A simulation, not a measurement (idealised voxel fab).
Title: Process Module voxel double patterning
Cross-section cut spans 215 nm and uses square cells 5 nm in size.
In this document a cross-section is written as a grid of square cells. It is given as a series of bands, listed from the top down, and a band is one or more rows of cells.
Top height, bottom height, nm. Materials left to right, width each, nm. Single material + "all across" = fills band edge to edge. "air" = empty.
Height datum 0, below which the as-received substrate wafer is one material. Lowest band open at the bottom, running downward: "0 and below".
It should be noted that a width expressed as "30..40" varies in equal increments from row to row of cells within the band, taking the value of the first number at the top row and that of the second number at the bottom row.
The cross-section has no changed cell in any step marked "changes: none".
"Fully closed voids" means: voids of 8 cells or more that are shut off from the top with no open way through. Written width x height at distance, distance from the left edge, in nm.
Whatever follows a step's settings on its line is a remark the simulator itself makes about that step.
"overlay nm" denotes, for a step that has a mask, the displacement of the mask to the right of its planned place, with negative values corresponding to the left.

## Planned step list for the process
1,RECEIVE,material Si
2,CONFORMAL_DEP,material SiO2,thk nm 5
3,DIRECTIONAL_DEP,material TiN,thk nm 20
4,DIRECTIONAL_DEP,material SiCN,thk nm 5
5,PATTERN,tone open,mask id FIRST,material resist,width nm 15,pitch nm 50,thk nm 15,overlay nm 0
6,DIRECTIONAL_ETCH,etch materials SiCN,depth nm 5
7,STRIP,etch materials resist
8,PATTERN,tone open,mask id SECOND,material resist,width nm 15,thk nm 20,overlay nm 0
9,DIRECTIONAL_ETCH,etch materials SiCN,depth nm 5
10,STRIP,etch materials resist
11,DIRECTIONAL_ETCH,etch materials TiN,depth nm 20
12,STRIP,etch materials SiCN

## As received (post step 1): cross-section
    0 and below | Si all across
    Fully closed voids: none

## Sectioned view, first of two wafers, at the close of the module, processed as intended in the plan
    25 down to 5 | TiN (75), air (15), TiN (10), air (15), TiN (10), air (15), TiN (75)
    5 down to 0 | SiO2 all across
    0 and below | Si all across
    Fully closed voids: none

## Now the second wafer, cross-sectioned at the end of the module. Nothing different at the start, nothing different in the plan compared with the first, just one mistake when it was actually run
    25 down to 5 | TiN (70), air (25), TiN (5), air (15), TiN (5), air (25), TiN (70)
    5 down to 0 | SiO2 all across
    0 and below | Si all across
    Fully closed voids: none
Against the plan, the run slipped here: note that step 5 departed from the planned setting and was carried out as PATTERN,tone open,mask id FIRST,material resist,width nm 25,pitch nm 50,thk nm 15,overlay nm 0
End of process, cell counts, second wafer against first, materials with more or fewer: 16 fewer of TiN
